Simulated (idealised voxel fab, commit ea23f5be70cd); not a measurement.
This is a process module. Its name is voxel wiring stack.
For reference, the cross-section in this document is cut, with width 250 nm and square cells of 5 nm.
Think of the cross-section as a grid of square cells. We describe it in bands, top to bottom, and each band covers one or more rows of those cells.
The entry gives the band's vertical extent as a top height and a bottom height in nm, then its horizontal make-up as materials from left to right, each with a width in nm. "empty" stands for empty space; a single material marked "everywhere" fills the band edge to edge.
All heights in this document are referenced to 0, defined as the level beneath which the wafer, as received, consists entirely of one material. The lowest band is not bounded below; it extends indefinitely downward and is written in the form "0 down".
Think of "30->40" as a width that walks from the first number to the second as you go down the band, top row to bottom row, taking equal-sized steps from row to row.
Where a step carries "nothing was modified", the cross-section came out of it unchanged, cell for cell.
Voids not open to the top, 8 cells minimum: see "Entrapped voids". Written width x height at distance; distance is from the left edge; nm.
That trailing text on a step's line, after the settings, is the simulator's own remark on the step.
The "overlay nm" setting may appear on a step's line; for a step that uses a mask, it gives how far to the right of its planned position the mask lay, and a negative value indicates the left.

# List of planned process steps
| 1 | RECEIVE | material Si |
| 2 | CONFORMAL_DEP | material SiO2 | thk nm 15 |
| 3 | CONFORMAL_DEP | material SiN | thk nm 5 |
| 4 | DIRECTIONAL_DEP | material lowk | thk nm 25 |
| 5 | MASKED_ETCH | tone open | mask id METAL_1 | width nm 30 | pitch nm 50 | etch materials lowk | depth nm 25 | overlay nm 0 |
| 6 | MASKED_ETCH | tone open | mask id METAL_1 | width nm 30 | pitch nm 50 | etch materials SiN | depth nm 5 | overlay nm 0 |
| 7 | CONFORMAL_DEP | material TiN | thk nm 5 |
| 8 | FILL_DEP | material Cu | thk nm 10 |
| 9 | CMP | height nm 45 |
| 10 | CONFORMAL_DEP | material SiCN | thk nm 5 |
| 11 | DIRECTIONAL_DEP | material lowk | thk nm 15 |
| 12 | DIRECTIONAL_DEP | material aC | thk nm 15 |
| 13 | PATTERN | tone open | mask id PLUG_1 | material resist | width nm 15 | pitch nm 50 | thk nm 30 | overlay nm 0 |
| 14 | DIRECTIONAL_ETCH | etch materials aC | depth nm 15 |
| 15 | STRIP | etch materials resist |
| 16 | DIRECTIONAL_ETCH | etch materials lowk | depth nm 15 |
| 17 | DIRECTIONAL_ETCH | etch materials SiCN | depth nm 5 |
| 18 | STRIP | etch materials aC |
| 19 | CONFORMAL_DEP | material TiN | thk nm 5 |
| 20 | FILL_DEP | material W | thk nm 10 |
| 21 | CMP | height nm 65 |
| 22 | CONFORMAL_DEP | material SiCN | thk nm 5 |
| 23 | DIRECTIONAL_DEP | material SiO2 | thk nm 20 |
| 24 | DIRECTIONAL_DEP | material aC | thk nm 15 |
| 25 | PATTERN | tone open | mask id METAL_2 | material resist | width nm 30 | pitch nm 50 | thk nm 35 | overlay nm 0 |
| 26 | DIRECTIONAL_ETCH | etch materials aC | depth nm 15 |
| 27 | STRIP | etch materials resist |
| 28 | DIRECTIONAL_ETCH | etch materials SiO2 | depth nm 20 |
| 29 | DIRECTIONAL_ETCH | etch materials SiCN | depth nm 5 |
| 30 | STRIP | etch materials aC |
| 31 | CONFORMAL_DEP | material TiN | thk nm 5 |
| 32 | FILL_DEP | material Cu | thk nm 5 |
| 33 | CMP | height nm 90 |
| 34 | CONFORMAL_DEP | material SiCN | thk nm 5 |
| 35 | DIRECTIONAL_DEP | material lowk | thk nm 10 |
| 36 | DIRECTIONAL_DEP | material aC | thk nm 10 |
| 37 | PATTERN | tone open | mask id PLUG_2 | material resist | width nm 15 | pitch nm 50 | thk nm 25 | overlay nm 0 |
| 38 | DIRECTIONAL_ETCH | etch materials aC | depth nm 10 |
| 39 | STRIP | etch materials resist |
| 40 | DIRECTIONAL_ETCH | etch materials lowk | depth nm 10 |
| 41 | DIRECTIONAL_ETCH | etch materials SiCN | depth nm 5 |
| 42 | STRIP | etch materials aC |
| 43 | EPI | material Ru | thk nm 10 |
| 44 | EPI | material Ru | thk nm 5 |
| 45 | CONFORMAL_DEP | material SiN | thk nm 5 |
| 46 | DIRECTIONAL_DEP | material SiO2 | thk nm 15 |
| 47 | DIRECTIONAL_DEP | material aC | thk nm 15 |
| 48 | PATTERN | tone open | mask id METAL_3 | material resist | width nm 30 | pitch nm 50 | thk nm 35 | overlay nm 0 |
| 49 | DIRECTIONAL_ETCH | etch materials aC | depth nm 15 |
| 50 | STRIP | etch materials resist |
| 51 | DIRECTIONAL_ETCH | etch materials SiO2 | depth nm 15 |
| 52 | DIRECTIONAL_ETCH | etch materials SiN | depth nm 5 |
| 53 | STRIP | etch materials aC |
| 54 | CONFORMAL_DEP | material TiN | thk nm 5 |
| 55 | FILL_DEP | material Cu | thk nm 5 |
| 56 | CMP | height nm 125 |
| 57 | EPI | material Ru | thk nm 5 |
| 58 | FILL_DEP | material SiCN | thk nm 5 |

# This is the cross-section of the wafer as we received it, i.e. after step 1
* 0 down: Si everywhere
* Entrapped voids: none

# Final cross-section, module run with one mistake (start and plan as above)
* 135 to 130: SiCN everywhere
* 130 to 125: SiCN=35 / Ru=35 / SiCN=15 / Ru=35 / SiCN=15 / Ru=35 / SiCN=15 / Ru=35 / SiCN=30
* 125 to 110: SiO2=40 / TiN=5 / Cu=15 / TiN=5 / SiO2=25 / TiN=5 / Cu=15 / TiN=5 / SiO2=25 / TiN=5 / Cu=15 / TiN=5 / SiO2=25 / TiN=5 / Cu=15 / TiN=5 / SiO2=35
* 110 to 105: SiN=40 / TiN=25 / SiN=25 / TiN=25 / SiN=25 / TiN=25 / SiN=25 / TiN=25 / SiN=35
* 105 to 95: lowk=35 / Ru=15 / lowk=35 / Ru=15 / lowk=35 / Ru=15 / lowk=35 / Ru=15 / lowk=50
* 95 to 90: SiCN=35 / Ru=15 / SiCN=35 / Ru=15 / SiCN=35 / Ru=15 / SiCN=35 / Ru=15 / SiCN=50
* 90 to 70: SiO2=35 / TiN=5 / Cu=20 / TiN=5 / SiO2=20 / TiN=5 / Cu=20 / TiN=5 / SiO2=20 / TiN=5 / Cu=20 / TiN=5 / SiO2=20 / TiN=5 / Cu=20 / TiN=5 / SiO2=35
* 70 to 65: SiCN=35 / TiN=30 / SiCN=20 / TiN=30 / SiCN=20 / TiN=30 / SiCN=20 / TiN=30 / SiCN=35
* 65 to 50: lowk=35 / TiN=5 / W=5 / TiN=5 / lowk=35 / TiN=5 / W=5 / TiN=5 / lowk=35 / TiN=5 / W=5 / TiN=5 / lowk=35 / TiN=5 / W=5 / TiN=5 / lowk=50
* 50 to 45: SiCN=35 / TiN=15 / SiCN=35 / TiN=15 / SiCN=35 / TiN=15 / SiCN=35 / TiN=15 / SiCN=50
* 45 to 20: lowk=35 / TiN=5 / Cu=20 / TiN=5 / lowk=20 / TiN=5 / Cu=20 / TiN=5 / lowk=20 / TiN=5 / Cu=20 / TiN=5 / lowk=20 / TiN=5 / Cu=20 / TiN=5 / lowk=35
* 20 to 15: SiN=35 / TiN=30 / SiN=20 / TiN=30 / SiN=20 / TiN=30 / SiN=20 / TiN=30 / SiN=35
* 15 to 0: SiO2 everywhere
* 0 down: Si everywhere
* Entrapped voids: none
Error vs. plan: step 48 deviated from plan and actually ran as PATTERN | tone open | mask id METAL_3 | material resist | width nm 25 | pitch nm 50 | thk nm 35 | overlay nm 0
